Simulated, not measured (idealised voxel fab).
Proc. module: voxel released beams
Section shown: cut. Width: 185 nm. Cell size: 5 nm, square.
Cross-section layout: square cells on a grid; listed as bands, top to bottom; a band spans one or more cell rows. A band entry consists of two parts. The first gives the height of the band's top and the height of its bottom, in nm. The rest lists the band's materials from left to right, each with its width in nm. A single material labelled with the word "edge to edge" fills the band from edge to edge, and the word "blank" marks empty space. The level at which height equals 0 is the one under which the wafer, as it arrives, is entirely one material. No lower edge exists for the bottom band, which continues downward and is notated as in "from 0 down". The expression "30 to 40" gives the width at the extremes of the band, the first number at its top row of cells and the second at its bottom row, with the width changing by equal amounts from each row to the next in between. No cell of the cross-section changed in a step that is given as "no modifications". Entry "Catalogued sealed voids" = empty spaces >= 8 cells with no open way to the top; each as width x height at distance, distance from left edge, all nm. Past the settings on a step's line: simulator remark, on that step. A step's line can hold "overlay nm"; with a mask on that step, the setting says how far right of the planned place the mask lay, while a negative setting says it lay to the left.
PROCESS STEPS FORESEEN IN THE PLAN
- 1: RECEIVE,material Si
- 2: CONFORMAL_DEP,material Al2O3,thk nm 5
- 3: DIRECTIONAL_DEP,material SiO2,thk nm 10
- 4: DIRECTIONAL_DEP,material aC,thk nm 10
- 5: PATTERN,tone open,mask id ANCHOR,material resist,width nm 35,thk nm 30,overlay nm 0
- 6: DIRECTIONAL_ETCH,etch materials aC,depth nm 10
- 7: STRIP,etch materials resist
- 8: DIRECTIONAL_ETCH,etch materials SiO2,depth nm 10
- 9: STRIP,etch materials aC
- 10: CONFORMAL_DEP,material polySi,thk nm 10
- 11: MASKED_ETCH,tone cover,mask id BEAM,width nm 95,etch materials polySi,depth nm 10,overlay nm 0
- 12: STRIP,etch materials SiO2
FIRST OF TWO WAFERS - AS PLANNED
CROSS-SECTION OF THE INCOMING WAFER, STATE AFTER STEP 1
	from 0 down | Si edge to edge
	Catalogued sealed voids: none
STEP 2 DONE - WAFER CROSS-SECTION
	from 5 to 0 | Al2O3 edge to edge
	Nothing below the height 0 has changed.
STEP 3 DONE - WAFER CROSS-SECTION
	from 15 to 5 | SiO2 edge to edge
	Nothing below the height 5 has changed.
STEP 4 DONE - WAFER CROSS-SECTION
	from 25 to 15 | aC edge to edge
	Nothing below the height 15 has changed.
STEP 5 DONE - WAFER CROSS-SECTION
	from 55 to 25 | 45 nm resist / 35 nm blank / 105 nm resist
	Nothing below the height 25 has changed.
STEP 6 DONE - WAFER CROSS-SECTION
	from 45 to 25 | 45 nm resist / 35 nm blank / 105 nm resist
	from 25 to 15 | 45 nm aC / 35 nm blank / 105 nm aC
	Nothing below the height 15 has changed.
STEP 7 DONE - WAFER CROSS-SECTION
	from 25 to 15 | 45 nm aC / 35 nm blank / 105 nm aC
	Nothing below the height 15 has changed.
STEP 8 DONE - WAFER CROSS-SECTION
	from 25 to 15 | 45 nm aC / 35 nm blank / 105 nm aC
	from 15 to 5 | 45 nm SiO2 / 35 nm blank / 105 nm SiO2
	Nothing below the height 5 has changed.
STEP 9 DONE - WAFER CROSS-SECTION
	from 15 to 5 | 45 nm SiO2 / 35 nm blank / 105 nm SiO2
	Nothing below the height 5 has changed.
STEP 10 DONE - WAFER CROSS-SECTION
	from 25 to 15 | 55 nm polySi / 15 nm blank / 115 nm polySi
	from 15 to 5 | 45 nm SiO2 / 35 nm polySi / 105 nm SiO2
	Nothing below the height 5 has changed.
STEP 11 DONE - WAFER CROSS-SECTION
	from 25 to 15 | 40 nm blank / 15 nm polySi / 15 nm blank / 65 nm polySi / 50 nm blank
	Nothing below the height 15 has changed.
STEP 12 DONE - WAFER CROSS-SECTION
	from 25 to 15 | 40 nm blank / 15 nm polySi / 15 nm blank / 65 nm polySi / 50 nm blank
	from 15 to 5 | 45 nm blank / 35 nm polySi / 105 nm blank
	Nothing below the height 5 has changed.
THE REMAINING WAFER, SECOND OF THE TWO, STARTED LIKE THE FIRST AND WAS RUN TO THE SAME PLAN, EXCEPT THAT ONE MISTAKE WAS MADE ALONG THE WAY; THE TWO COINCIDE THROUGH STEP 8, INCLUSIVE
CROSS-SECTION, SECOND WAFER, AT THE END TIME THE PLAN GIVES FOR STEP 9
	from 15 to 5 | 45 nm SiO2 / 35 nm blank / 105 nm SiO2
	Nothing below the height 5 has changed.
CROSS-SECTION, SECOND WAFER, AT THE END TIME THE PLAN GIVES FOR STEP 10
	from 25 to 15 | 55 nm polySi / 15 nm blank / 115 nm polySi
	from 15 to 5 | 45 nm SiO2 / 35 nm polySi / 105 nm SiO2
	Nothing below the height 5 has changed.
CROSS-SECTION, SECOND WAFER, AT THE END TIME THE PLAN GIVES FOR STEP 11
	from 25 to 15 | 40 nm blank / 15 nm polySi / 15 nm blank / 65 nm polySi / 50 nm blank
	Nothing below the height 15 has changed.
CROSS-SECTION, SECOND WAFER, AT THE END TIME THE PLAN GIVES FOR STEP 12
	from 25 to 15 | 40 nm blank / 15 nm polySi / 15 nm blank / 65 nm polySi / 50 nm blank
	from 15 to 5 | 45 nm blank / 35 nm polySi / 105 nm blank
	Nothing below the height 5 has changed.
The mistake made against the process plan was this: yeah, plan step 9 got run twice
It should be noted that the final cross-sections of the two wafers coincide, and the mistake therefore has no effect on the output of this model.
